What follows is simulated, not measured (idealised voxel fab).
process module | voxel spacer lines
cross-section cut | 280 nm wide | cells 5 nm
A cross-section is a grid of square cells, given in bands from the top down. A band is one or more rows of cells.
Each band's line starts with the height of the band's top and of its bottom, in nm. Then come its materials from left to right, each with its width in nm. One material with "throughout" fills the band from edge to edge. "air" is empty space.
Height 0 is the level under which the wafer as received is all one material. The lowest band goes on downwards, as in "0 down".
A width such as "30 to 40" changes by the same amount from each row of cells to the next, from the band's top row to its bottom row.
"no change" after a step means that no cell of the cross-section changed.
closed voids: empty space of 8 cells or more with no open way to the top, each as width x height at its distance from the left edge, in nm
after a step's settings: what the simulator itself notes on the step
overlay nm, on a step with a mask: how far to the right of its planned place the mask lay; to the left if negative
plan
1 op RECEIVE | material Si
2 op CONFORMAL_DEP | material SiO2 | thk nm 5
3 op DIRECTIONAL_DEP | material TiN | thk nm 10
4 op DIRECTIONAL_DEP | material polySi | thk nm 25
5 op PATTERN | tone cover | mask id MANDREL | material resist | width nm 15 | pitch nm 50 | thk nm 30 | overlay nm 0
6 op DIRECTIONAL_ETCH | etch materials polySi | depth nm 25
7 op STRIP | etch materials resist
8 op CONFORMAL_DEP | material SiN | thk nm 10
9 op DIRECTIONAL_ETCH | etch materials SiN | depth nm 10
10 op STRIP | etch materials polySi
11 op DIRECTIONAL_ETCH | etch materials TiN | depth nm 10
12 op STRIP | etch materials SiN
as received, after step 1
  0 down: Si throughout
  closed voids: none
first wafer at the end, as planned
  15 to 5: air 70 | TiN 10 | air 15 | TiN 10 | air 15 | TiN 10 | air 15 | TiN 10 | air 15 | TiN 10 | air 15 | TiN 10 | air 75
  5 to 0: SiO2 throughout
  0 down: Si throughout
  closed voids: none
second wafer at the end: like start, like plan, one mistake
  10 to 0: air 70 | TiN 10 | air 15 | TiN 10 | air 15 | TiN 10 | air 15 | TiN 10 | air 15 | TiN 10 | air 15 | TiN 10 | air 75
  0 down: Si throughout
  closed voids: none
what went wrong: step 2 was left out
at the end the second wafer has, in cells: 56 fewer of SiO2
